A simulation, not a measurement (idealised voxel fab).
Proc. module: voxel self aligned contacts
Section shown: cut. Width: 260 nm. Cell size: 5 nm, square.
In this document a cross-section is written as a grid of square cells. It is given as a series of bands, listed from the top down, and a band is one or more rows of cells. It is stipulated that each band's entry specify, in nanometres, the height of the top of the band and then that of its bottom, followed by the materials of the band in left-to-right sequence, each together with its width in nanometres. A single material marked by the word "full width" is understood to fill the band from edge to edge; the word "air" is understood to denote empty space. A quick word on heights: they are counted from 0, and under that level the wafer as it came to us is one material throughout. The lowest band is different from the rest in having no bottom; it simply continues downward, written as in "0 nm and below". Per-row width for "30->40": begins at first number (top row of band), ends at second number (bottom row), increment between rows held constant. "remained unchanged" means the step left every cell of the cross-section as it was. If an empty space has no open way to the top and is at least 8 cells in size, "Enclosed internal voids" lists it, written width x height at distance, where distance is measured from the left edge and every value is in nm. Where a step's line continues beyond its settings, the continuation is a remark by the simulator itself on that step. The line of a step may include "overlay nm". On a step with a mask, this value is how far to the right of its planned place the mask lay. A negative value means the mask lay to the left.

**The following list gives the planned process steps**
1. RECEIVE | material Si
2. OXIDIZE | depth nm 5
3. DIRECTIONAL_DEP | material polySi | thk nm 30
4. DIRECTIONAL_DEP | material SiN | thk nm 15
5. MASKED_ETCH | tone cover | mask id GATE | width nm 35 | pitch nm 70 | etch materials SiN | depth nm 15 | overlay nm 0
6. MASKED_ETCH | tone cover | mask id GATE | width nm 35 | pitch nm 70 | etch materials polySi | depth nm 30 | overlay nm 0
7. CONFORMAL_DEP | material SiN | thk nm 5
8. DIRECTIONAL_ETCH | etch materials SiN | depth nm 5
9. FILL_DEP | material SiO2 | thk nm 15
10. CMP | height nm 50
11. PATTERN | tone open | mask id CONTACT | material resist | width nm 45 | pitch nm 70 | thk nm 15 | overlay nm 0
12. DIRECTIONAL_ETCH | etch materials SiO2 | depth nm 55
13. STRIP | etch materials resist
14. CONFORMAL_DEP | material TiN | thk nm 5
15. FILL_DEP | material Ru | thk nm 10
16. CMP | height nm 50
17. CONFORMAL_DEP | material SiCN | thk nm 5

**As received (post step 1): cross-section**
> 0 nm and below | Si full width
> Enclosed internal voids: none

**Result of the module, cross-sectioned: start per above, plan per above, one error in how it was run**
> 55 nm to 50 nm | SiCN full width
> 50 nm to 35 nm | 35 nm SiO2 / 5 nm SiN / 35 nm polySi / 5 nm SiN / 5 nm TiN / 15 nm Ru / 5 nm TiN / 5 nm SiN / 35 nm polySi / 5 nm SiN / 5 nm TiN / 15 nm Ru / 5 nm TiN / 5 nm SiN / 35 nm polySi / 5 nm SiN / 40 nm SiO2
> 35 nm to 30 nm | 35 nm SiO2 / 5 nm SiN / 35 nm polySi / 5 nm SiN / 25 nm TiN / 5 nm SiN / 35 nm polySi / 5 nm SiN / 25 nm TiN / 5 nm SiN / 35 nm polySi / 5 nm SiN / 40 nm SiO2
> 30 nm to 0 nm | polySi full width
> 0 nm to -5 nm | SiO2 full width
> -5 nm and below | Si full width
> Enclosed internal voids: none
In executing the process, a mistake was made relative to the plan: plan step 3 ran twice
